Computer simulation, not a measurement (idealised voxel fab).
Process module in this document: voxel air gaps
Pictured: cross-section cut, 265 nm wide, on a grid of 5 nm square cells.
Cross-section, as written here: a square-cell grid given band by band from the top down, where a band holds one or more rows of cells. Heads up on the band format: heights come first, top then bottom, in nm. After that it's the materials left to right, each with its width in nm. A single material flagged "all across" fills the whole band edge to edge, and "blank" means there's empty space there. For the purposes of this specification, 0 denotes the height below which the wafer in its as-received condition is composed wholly of one material, and the lowermost band, lacking a lower limit, extends downward without end, as expressed in "top 0, no bottom". Width "30..40": first value at the band's top row of cells, second value at its bottom row, equal change from row to row. The cross-section has no changed cell in any step marked "remained unchanged". You'll see "Voids, fully enclosed" listing empty spaces that have no way open to the top, as long as they're 8 cells or more; the notation is width x height at distance, where the distance is from the left edge, and all of it is in nm. Past the settings on a step's line: simulator remark, on that step. overlay nm: on a step with a mask, how far right of its planned place the mask lay; negative means left.
-- Set out below are the planned steps of the process
1 RECEIVE: material Si
2 CONFORMAL_DEP: material SiO2, thk nm 10
3 CONFORMAL_DEP: material SiN, thk nm 5
4 DIRECTIONAL_DEP: material lowk, thk nm 30
5 PATTERN: tone open, mask id LINES, material resist, width nm 25, pitch nm 50, thk nm 15, overlay nm 0
6 DIRECTIONAL_ETCH: etch materials lowk, depth nm 30
7 STRIP: etch materials resist
8 CONFORMAL_DEP: material TiN, thk nm 5
9 FILL_DEP: material Ru, thk nm 10
10 CMP: height nm 45
11 EPI: material Ru, thk nm 10
12 SELECTIVE_ETCH: etch materials lowk, depth nm 40
13 CONFORMAL_DEP: material SiCN, thk nm 5
-- first wafer, as planned
-- Wafer cross-section on receipt, i.e. after step 1
top 0, no bottom | Si all across
Voids, fully enclosed: none
-- How the wafer stands in section after step 2
top 10, bottom 0 | SiO2 all across
Below 0, no change.
-- How the wafer stands in section after step 3
top 15, bottom 10 | SiN all across
Below 10, no change.
-- How the wafer stands in section after step 4
top 45, bottom 15 | lowk all across
Below 15, no change.
-- How the wafer stands in section after step 5
top 60, bottom 45 | resist 45  blank 25  resist 25  blank 25  resist 25  blank 25  resist 25  blank 25  resist 45
Below 45, no change.
-- How the wafer stands in section after step 6
top 60, bottom 45 | resist 45  blank 25  resist 25  blank 25  resist 25  blank 25  resist 25  blank 25  resist 45
top 45, bottom 15 | lowk 45  blank 25  lowk 25  blank 25  lowk 25  blank 25  lowk 25  blank 25  lowk 45
Below 15, no change.
-- How the wafer stands in section after step 7
top 45, bottom 15 | lowk 45  blank 25  lowk 25  blank 25  lowk 25  blank 25  lowk 25  blank 25  lowk 45
Below 15, no change.
-- How the wafer stands in section after step 8
top 50, bottom 45 | TiN 50  blank 15  TiN 35  blank 15  TiN 35  blank 15  TiN 35  blank 15  TiN 50
top 45, bottom 20 | lowk 45  TiN 5  blank 15  TiN 5  lowk 25  TiN 5  blank 15  TiN 5  lowk 25  TiN 5  blank 15  TiN 5  lowk 25  TiN 5  blank 15  TiN 5  lowk 45
top 20, bottom 15 | lowk 45  TiN 25  lowk 25  TiN 25  lowk 25  TiN 25  lowk 25  TiN 25  lowk 45
Below 15, no change.
-- How the wafer stands in section after step 9
top 60, bottom 50 | Ru all across
top 50, bottom 45 | TiN 50  Ru 15  TiN 35  Ru 15  TiN 35  Ru 15  TiN 35  Ru 15  TiN 50
top 45, bottom 20 | lowk 45  TiN 5  Ru 15  TiN 5  lowk 25  TiN 5  Ru 15  TiN 5  lowk 25  TiN 5  Ru 15  TiN 5  lowk 25  TiN 5  Ru 15  TiN 5  lowk 45
Below 20, no change.
-- How the wafer stands in section after step 10
top 45, bottom 20 | lowk 45  TiN 5  Ru 15  TiN 5  lowk 25  TiN 5  Ru 15  TiN 5  lowk 25  TiN 5  Ru 15  TiN 5  lowk 25  TiN 5  Ru 15  TiN 5  lowk 45
Below 20, no change.
-- How the wafer stands in section after step 11
top 55, bottom 45 | blank 35  Ru 45  blank 5  Ru 45  blank 5  Ru 45  blank 5  Ru 45  blank 35
Below 45, no change.
-- How the wafer stands in section after step 12
top 55, bottom 45 | blank 35  Ru 45  blank 5  Ru 45  blank 5  Ru 45  blank 5  Ru 45  blank 35
top 45, bottom 20 | blank 45  TiN 5  Ru 15  TiN 5  blank 25  TiN 5  Ru 15  TiN 5  blank 25  TiN 5  Ru 15  TiN 5  blank 25  TiN 5  Ru 15  TiN 5  blank 45
top 20, bottom 15 | blank 45  TiN 25  blank 25  TiN 25  blank 25  TiN 25  blank 25  TiN 25  blank 45
Below 15, no change.
-- How the wafer stands in section after step 13
top 60, bottom 55 | blank 30  SiCN 205  blank 30
top 55, bottom 45 | blank 30  SiCN 5  Ru 45  SiCN 5  Ru 45  SiCN 5  Ru 45  SiCN 5  Ru 45  SiCN 5  blank 30
top 45, bottom 40 | blank 30  SiCN 15  TiN 5  Ru 15  TiN 5  SiCN 25  TiN 5  Ru 15  TiN 5  SiCN 25  TiN 5  Ru 15  TiN 5  SiCN 25  TiN 5  Ru 15  TiN 5  SiCN 15  blank 30
top 40, bottom 20 | blank 40  SiCN 5  TiN 5  Ru 15  TiN 5  SiCN 5  blank 15  SiCN 5  TiN 5  Ru 15  TiN 5  SiCN 5  blank 15  SiCN 5  TiN 5  Ru 15  TiN 5  SiCN 5  blank 15  SiCN 5  TiN 5  Ru 15  TiN 5  SiCN 5  blank 40
top 20, bottom 15 | SiCN 45  TiN 25  SiCN 25  TiN 25  SiCN 25  TiN 25  SiCN 25  TiN 25  SiCN 45
Below 15, no change.
Voids, fully enclosed: 15 x 20 at 75; 15 x 20 at 125; 15 x 20 at 175
-- Second Wafer (Identical Start and Plan, One Processing Error; Matches First Wafer Through Step 1)
-- Second wafer at the planned finish of step 2, seen in cross-section
top 5, bottom 0 | SiN all across
Below 0, no change.
-- Second wafer at the planned finish of step 3, seen in cross-section
top 15, bottom 5 | SiO2 all across
Below 5, no change.
-- Second wafer at the planned finish of step 4, seen in cross-section
top 45, bottom 15 | lowk all across
Below 15, no change.
-- Second wafer at the planned finish of step 5, seen in cross-section
top 60, bottom 45 | resist 45  blank 25  resist 25  blank 25  resist 25  blank 25  resist 25  blank 25  resist 45
Below 45, no change.
-- Second wafer at the planned finish of step 6, seen in cross-section
top 60, bottom 45 | resist 45  blank 25  resist 25  blank 25  resist 25  blank 25  resist 25  blank 25  resist 45
top 45, bottom 15 | lowk 45  blank 25  lowk 25  blank 25  lowk 25  blank 25  lowk 25  blank 25  lowk 45
Below 15, no change.
-- Second wafer at the planned finish of step 7, seen in cross-section
top 45, bottom 15 | lowk 45  blank 25  lowk 25  blank 25  lowk 25  blank 25  lowk 25  blank 25  lowk 45
Below 15, no change.
-- Second wafer at the planned finish of step 8, seen in cross-section
top 50, bottom 45 | TiN 50  blank 15  TiN 35  blank 15  TiN 35  blank 15  TiN 35  blank 15  TiN 50
top 45, bottom 20 | lowk 45  TiN 5  blank 15  TiN 5  lowk 25  TiN 5  blank 15  TiN 5  lowk 25  TiN 5  blank 15  TiN 5  lowk 25  TiN 5  blank 15  TiN 5  lowk 45
top 20, bottom 15 | lowk 45  TiN 25  lowk 25  TiN 25  lowk 25  TiN 25  lowk 25  TiN 25  lowk 45
Below 15, no change.
-- Second wafer at the planned finish of step 9, seen in cross-section
top 60, bottom 50 | Ru all across
top 50, bottom 45 | TiN 50  Ru 15  TiN 35  Ru 15  TiN 35  Ru 15  TiN 35  Ru 15  TiN 50
top 45, bottom 20 | lowk 45  TiN 5  Ru 15  TiN 5  lowk 25  TiN 5  Ru 15  TiN 5  lowk 25  TiN 5  Ru 15  TiN 5  lowk 25  TiN 5  Ru 15  TiN 5  lowk 45
Below 20, no change.
-- Second wafer at the planned finish of step 10, seen in cross-section
top 45, bottom 20 | lowk 45  TiN 5  Ru 15  TiN 5  lowk 25  TiN 5  Ru 15  TiN 5  lowk 25  TiN 5  Ru 15  TiN 5  lowk 25  TiN 5  Ru 15  TiN 5  lowk 45
Below 20, no change.
-- Second wafer at the planned finish of step 11, seen in cross-section
top 55, bottom 45 | blank 35  Ru 45  blank 5  Ru 45  blank 5  Ru 45  blank 5  Ru 45  blank 35
Below 45, no change.
-- Second wafer at the planned finish of step 12, seen in cross-section
top 55, bottom 45 | blank 35  Ru 45  blank 5  Ru 45  blank 5  Ru 45  blank 5  Ru 45  blank 35
top 45, bottom 20 | blank 45  TiN 5  Ru 15  TiN 5  blank 25  TiN 5  Ru 15  TiN 5  blank 25  TiN 5  Ru 15  TiN 5  blank 25  TiN 5  Ru 15  TiN 5  blank 45
top 20, bottom 15 | blank 45  TiN 25  blank 25  TiN 25  blank 25  TiN 25  blank 25  TiN 25  blank 45
Below 15, no change.
-- Second wafer at the planned finish of step 13, seen in cross-section
top 60, bottom 55 | blank 30  SiCN 205  blank 30
top 55, bottom 45 | blank 30  SiCN 5  Ru 45  SiCN 5  Ru 45  SiCN 5  Ru 45  SiCN 5  Ru 45  SiCN 5  blank 30
top 45, bottom 40 | blank 30  SiCN 15  TiN 5  Ru 15  TiN 5  SiCN 25  TiN 5  Ru 15  TiN 5  SiCN 25  TiN 5  Ru 15  TiN 5  SiCN 25  TiN 5  Ru 15  TiN 5  SiCN 15  blank 30
top 40, bottom 20 | blank 40  SiCN 5  TiN 5  Ru 15  TiN 5  SiCN 5  blank 15  SiCN 5  TiN 5  Ru 15  TiN 5  SiCN 5  blank 15  SiCN 5  TiN 5  Ru 15  TiN 5  SiCN 5  blank 15  SiCN 5  TiN 5  Ru 15  TiN 5  SiCN 5  blank 40
top 20, bottom 15 | SiCN 45  TiN 25  SiCN 25  TiN 25  SiCN 25  TiN 25  SiCN 25  TiN 25  SiCN 45
Below 15, no change.
Voids, fully enclosed: 15 x 20 at 75; 15 x 20 at 125; 15 x 20 at 175
What was the processing mistake? a sequencing error occurred in which plan steps 2 and 3 were transposed
So at the finish, the second wafer's got exactly as many cells of each material as the first, just not in the same spots.
